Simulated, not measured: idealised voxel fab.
A process module follows: voxel self aligned vias.
We display cut, a cross-section 250 nm in width whose square cells are each 5 nm.
This document writes a cross-section as a grid whose cells are square, and gives it as bands, listed from the top down; one or more rows of cells form a band.
Each band's line starts with the height of the band's top and of its bottom, in nm. Then come its materials from left to right, each with its width in nm. One material with "full width" fills the band from edge to edge. "air" is empty space.
Heights are expressed relative to 0, this being the level below which the as-received wafer comprises one material exclusively. The lowest band is unbounded in the downward direction and is denoted as in "from 0 down".
Per-row width for "30->40": begins at first number (top row of band), ends at second number (bottom row), increment between rows held constant.
Where a step carries "identical to before", the cross-section came out of it unchanged, cell for cell.
"Unvented internal voids": empty spaces of 8 cells or more with no open way to the top, each given as width x height at distance, distance from the left edge, all in nm.
Formally, on a step line, whatever follows the settings is a remark that the simulator itself makes on the step.
overlay nm, on a step with a mask: how far to the right of its planned place the mask lay; to the left if negative

-- Below is the list of planned process steps
- 1: RECEIVE | material Si
- 2: CONFORMAL_DEP | material SiO2 | thk nm 15
- 3: CONFORMAL_DEP | material SiCN | thk nm 5
- 4: DIRECTIONAL_DEP | material SiO2 | thk nm 30
- 5: PATTERN | tone open | mask id LINES | material resist | width nm 30 | pitch nm 65 | thk nm 15 | overlay nm 0
- 6: DIRECTIONAL_ETCH | etch materials SiO2 | depth nm 30
- 7: STRIP | etch materials resist
- 8: CONFORMAL_DEP | material TiN | thk nm 5
- 9: FILL_DEP | material Ru | thk nm 5
- 10: CMP | height nm 50
- 11: SELECTIVE_ETCH | etch materials W Ru TiN | depth nm 5
- 12: FILL_DEP | material SiN | thk nm 10
- 13: CMP | height nm 50
- 14: DIRECTIONAL_DEP | material SiO2 | thk nm 15
- 15: MASKED_ETCH | tone open | mask id VIAS | width nm 50 | pitch nm 65 | etch materials SiO2 | depth nm 15 | overlay nm 0
- 16: MASKED_ETCH | tone open | mask id VIAS | width nm 50 | pitch nm 65 | etch materials SiN | depth nm 5 | overlay nm -15
- 17: CONFORMAL_DEP | material TiN | thk nm 5
- 18: FILL_DEP | material W | thk nm 10
- 19: CMP | height nm 65
- 20: CONFORMAL_DEP | material SiN | thk nm 5
The wafers are alike at the start. At step 16, their overlay nm differs. The plan lists the first wafer's value.

-- Cross-sectional view of the first of several wafers in the as-received condition, corresponding to the state following step 1
- from 0 down | Si full width
- Unvented internal voids: none

-- First of several wafers in cross-section at module end, following the final step, step 20
- from 70 to 65 | SiN full width
- from 65 to 55 | SiO2 65  TiN 5  W 40  TiN 5  SiO2 15  TiN 5  W 40  TiN 5  SiO2 70
- from 55 to 50 | SiO2 65  TiN 15  W 15  TiN 20  SiO2 15  TiN 15  W 15  TiN 20  SiO2 70
- from 50 to 45 | SiO2 75  TiN 25  SiN 5  SiO2 35  TiN 25  SiN 5  SiO2 80
- from 45 to 25 | SiO2 75  TiN 5  Ru 20  TiN 5  SiO2 35  TiN 5  Ru 20  TiN 5  SiO2 80
- from 25 to 20 | SiO2 75  TiN 30  SiO2 35  TiN 30  SiO2 80
- from 20 to 15 | SiCN full width
- from 15 to 0 | SiO2 full width
- from 0 down | Si full width
- Unvented internal voids: none

-- Final wafer cross-section at module end
- from 70 to 65 | SiN full width
- from 65 to 55 | SiO2 65  TiN 5  W 40  TiN 5  SiO2 15  TiN 5  W 40  TiN 5  SiO2 70
- from 55 to 50 | SiO2 65  TiN 20  W 15  TiN 15  SiO2 15  TiN 20  W 15  TiN 15  SiO2 70
- from 50 to 45 | SiO2 75  SiN 5  TiN 25  SiO2 35  SiN 5  TiN 25  SiO2 80
- from 45 to 25 | SiO2 75  TiN 5  Ru 20  TiN 5  SiO2 35  TiN 5  Ru 20  TiN 5  SiO2 80
- from 25 to 20 | SiO2 75  TiN 30  SiO2 35  TiN 30  SiO2 80
- from 20 to 15 | SiCN full width
- from 15 to 0 | SiO2 full width
- from 0 down | Si full width
- Unvented internal voids: none

-- Table: wafers, a row each; end-of-module cell change per material since receipt, gain (+), loss (-); then closed voids
overlay nm -15 | +32 Ru | +50 SiCN | +52 SiN | +468 SiO2 | +60 TiN | +38 W | Unvented internal voids: none
overlay nm -10 | +32 Ru | +50 SiCN | +50 SiN | +468 SiO2 | +60 TiN | +40 W | Unvented internal voids: none
overlay nm -5 | +32 Ru | +50 SiCN | +50 SiN | +468 SiO2 | +60 TiN | +40 W | Unvented internal voids: none
overlay nm 0 | +32 Ru | +50 SiCN | +50 SiN | +468 SiO2 | +60 TiN | +40 W | Unvented internal voids: none
overlay nm 5 | +32 Ru | +50 SiCN | +50 SiN | +468 SiO2 | +60 TiN | +40 W | Unvented internal voids: none
overlay nm 10 | +32 Ru | +50 SiCN | +50 SiN | +468 SiO2 | +60 TiN | +40 W | Unvented internal voids: none
overlay nm 15 | +32 Ru | +50 SiCN | +52 SiN | +468 SiO2 | +60 TiN | +38 W | Unvented internal voids: none
